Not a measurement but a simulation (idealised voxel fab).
A process module follows: voxel gate over fins.
FYI the section here is cut, 270 nm wide, cells are 5 nm squares.
Reading order for cross-sections: top band down to bottom band. Underlying form: a grid of square cells. Band size: one or more rows of cells. First you get the band's top height and its bottom height, in nm, and then the materials it's made of, left to right, with each width in nm. If you see a single material with "all across", that one covers the band edge to edge. "air" is empty space. Zero point of the height axis is 0; under it, received wafer = one material. Lowest band: continues down indefinitely, "from 0 down". The notation "30 to 40" denotes a width that varies across the rows of cells in the band, beginning at the first number in the top row, finishing at the second number in the bottom row, and changing by an identical amount from each row to the next. "no alterations made" means the step left every cell of the cross-section as it was. Entry "Enclosed void entries". Content: empty spaces with no open connection to the top, size 8 cells or greater. Each: width x height at distance. Distance: from left edge. Unit: nm. If you see something after the settings on a step's line, that's the simulator's own remark about that step. Regarding "overlay nm": on a step with a mask, it is the distance the mask lay to the right of its planned place; a negative value places it to the left.
### Here's what the planned process steps look like
| 1 | op RECEIVE | material Si |
| 2 | op CONFORMAL_DEP | material SiN | thk nm 5 |
| 3 | op MASKED_ETCH | tone cover | mask id FINS | width nm 15 | pitch nm 55 | etch materials SiN | depth nm 5 | overlay nm 0 |
| 4 | op MASKED_ETCH | tone cover | mask id FINS | width nm 15 | pitch nm 55 | etch materials Si | depth nm 35 | overlay nm 0 |
| 5 | op OXIDIZE | depth nm 5 |
| 6 | op FILL_DEP | material SiO2 | thk nm 15 |
| 7 | op CMP | height nm 5 |
| 8 | op PATTERN | tone open | mask id RAIL | material resist | width nm 15 | thk nm 20 | overlay nm 0 |
| 9 | op DIRECTIONAL_ETCH | etch materials SiO2 | depth nm 35 |
| 10 | op STRIP | etch materials resist |
| 11 | op CONFORMAL_DEP | material TiN | thk nm 5 |
| 12 | op FILL_DEP | material Ru | thk nm 5 |
| 13 | op CMP | height nm 5 |
| 14 | op SELECTIVE_ETCH | etch materials W Ru TiN | depth nm 20 |
| 15 | op FILL_DEP | material SiO2 | thk nm 5 |
| 16 | op CMP | height nm 5 |
| 17 | op SELECTIVE_ETCH | etch materials SiO2 | depth nm 15 |
| 18 | op STRIP | etch materials SiN |
| 19 | op CONFORMAL_DEP | material HfO2 | thk nm 5 |
| 20 | op CONFORMAL_DEP | material TiN | thk nm 5 |
| 21 | op FILL_DEP | material W | thk nm 15 |
| 22 | op CMP | height nm 20 |
| 23 | op CONFORMAL_DEP | material SiCN | thk nm 5 |
### Cross-sectional view of the wafer in its as-received condition, corresponding to the state after step 1
	from 0 down  Si all across
	Enclosed void entries: none
### Starting wafer: above. Plan: above. Run: one mistake. Cross-section after the module: below
	from 25 to 20  SiCN all across
	from 20 to 10  W all across
	from 10 to 5  W (40); TiN (30); W (25); TiN (30); W (25); TiN (30); W (25); TiN (30); W (35)
	from 5 to 0  W (40); TiN (5); HfO2 (20); TiN (5); W (25); TiN (5); HfO2 (20); TiN (5); W (25); TiN (5); HfO2 (20); TiN (5); W (25); TiN (5); HfO2 (20); TiN (5); W (35)
	from 0 to -5  TiN (45); HfO2 (5); Si (10); HfO2 (5); TiN (35); HfO2 (5); Si (10); HfO2 (5); TiN (35); HfO2 (5); Si (10); HfO2 (5); TiN (35); HfO2 (5); Si (10); HfO2 (5); TiN (40)
	from -5 to -10  HfO2 (50); Si (10); HfO2 (45); Si (10); HfO2 (45); Si (10); HfO2 (45); Si (10); HfO2 (45)
	from -10 to -15  SiO2 (50); Si (10); SiO2 (45); Si (10); SiO2 (45); Si (10); SiO2 (45); Si (10); SiO2 (45)
	from -15 to -25  SiO2 (50); Si (10); SiO2 (10); TiN (5); Ru (5); TiN (5); SiO2 (20); Si (10); SiO2 (45); Si (10); SiO2 (45); Si (10); SiO2 (45)
	from -25 to -30  SiO2 (50); Si (10); SiO2 (10); TiN (15); SiO2 (20); Si (10); SiO2 (45); Si (10); SiO2 (45); Si (10); SiO2 (45)
	from -30 to -40  SiO2 (50); Si (10); SiO2 (45); Si (10); SiO2 (45); Si (10); SiO2 (45); Si (10); SiO2 (45)
	from -40 down  Si all across
	Enclosed void entries: none
Run error: so step 3 ended up running with a different setting than we planned, it ran as op MASKED_ETCH | tone cover | mask id FINS | width nm 20 | pitch nm 55 | etch materials SiN | depth nm 5 | overlay nm 0
